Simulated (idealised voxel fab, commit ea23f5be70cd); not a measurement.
This section sets out a process module, namely voxel ribs on slabs.
This is section cut - it's 275 nm across, gridded in 5 nm square cells.
Just so we're on the same page, the cross-sections are grids of square cells, and they're listed out in bands top to bottom, each band one or more rows deep.
Per band: top height and bottom height in nm, followed by the left-to-right materials and their widths in nm; "everywhere" marks a single material spanning edge to edge, "empty" marks empty space.
All heights in this document are referenced to 0, defined as the level beneath which the wafer, as received, consists entirely of one material. The lowest band is not bounded below; it extends indefinitely downward and is written in the form "0 -> down".
Read "30 to 40" as a graded width: first number on top, second number at the bottom, same change between each pair of neighbouring rows.
No cell of the cross-section changed in a step that is given as "nothing changed".
Entry "Enclosed voids" = empty spaces >= 8 cells with no open way to the top; each as width x height at distance, distance from left edge, all nm.
after a step's settings: what the simulator itself notes on the step
Among the settings permitted on a step's line is "overlay nm"; applied to a step with a mask, it specifies the extent to which the mask lay to the right of its planned position, whereas a negative figure signifies a position to the left.

Listed below are the process steps as planned:
1: RECEIVE (material Si)
2: DIRECTIONAL_DEP (material SiO2; thk nm 20)
3: DIRECTIONAL_DEP (material polySi; thk nm 15)
4: DIRECTIONAL_DEP (material aC; thk nm 15)
5: PATTERN (tone cover; mask id RIB; material resist; width nm 15; thk nm 30; overlay nm 0)
6: DIRECTIONAL_ETCH (etch materials aC; depth nm 15)
7: STRIP (etch materials resist)
8: DIRECTIONAL_ETCH (etch materials polySi; depth nm 10)
9: STRIP (etch materials aC)
10: MASKED_ETCH (tone cover; mask id SLAB; width nm 75; etch materials polySi; depth nm 5; overlay nm 0)
11: FILL_DEP (material SiO2; thk nm 15)
12: CMP (height nm 45)
13: DIRECTIONAL_DEP (material W; thk nm 10)
14: MASKED_ETCH (tone cover; mask id HEATER; width nm 25; etch materials W; depth nm 10; overlay nm 0)
15: CONFORMAL_DEP (material SiO2; thk nm 5)

Cross-section, incoming material, after step 1:
	0 -> down = Si everywhere
	Enclosed voids: none

Here's the wafer cut in cross-section after the module, started and planned just like above, except one thing was done wrong in the run:
	60 -> 50 = empty 120 nm / W 35 nm / empty 120 nm
	50 -> 45 = W everywhere
	45 -> 35 = SiO2 everywhere
	35 -> 25 = SiO2 130 nm / polySi 15 nm / SiO2 130 nm
	25 -> 20 = SiO2 100 nm / polySi 75 nm / SiO2 100 nm
	20 -> 0 = SiO2 everywhere
	0 -> down = Si everywhere
	Enclosed voids: none
Where did the run depart from the plan? planned and actual differ for step 15; actual: CONFORMAL_DEP (material W; thk nm 5)
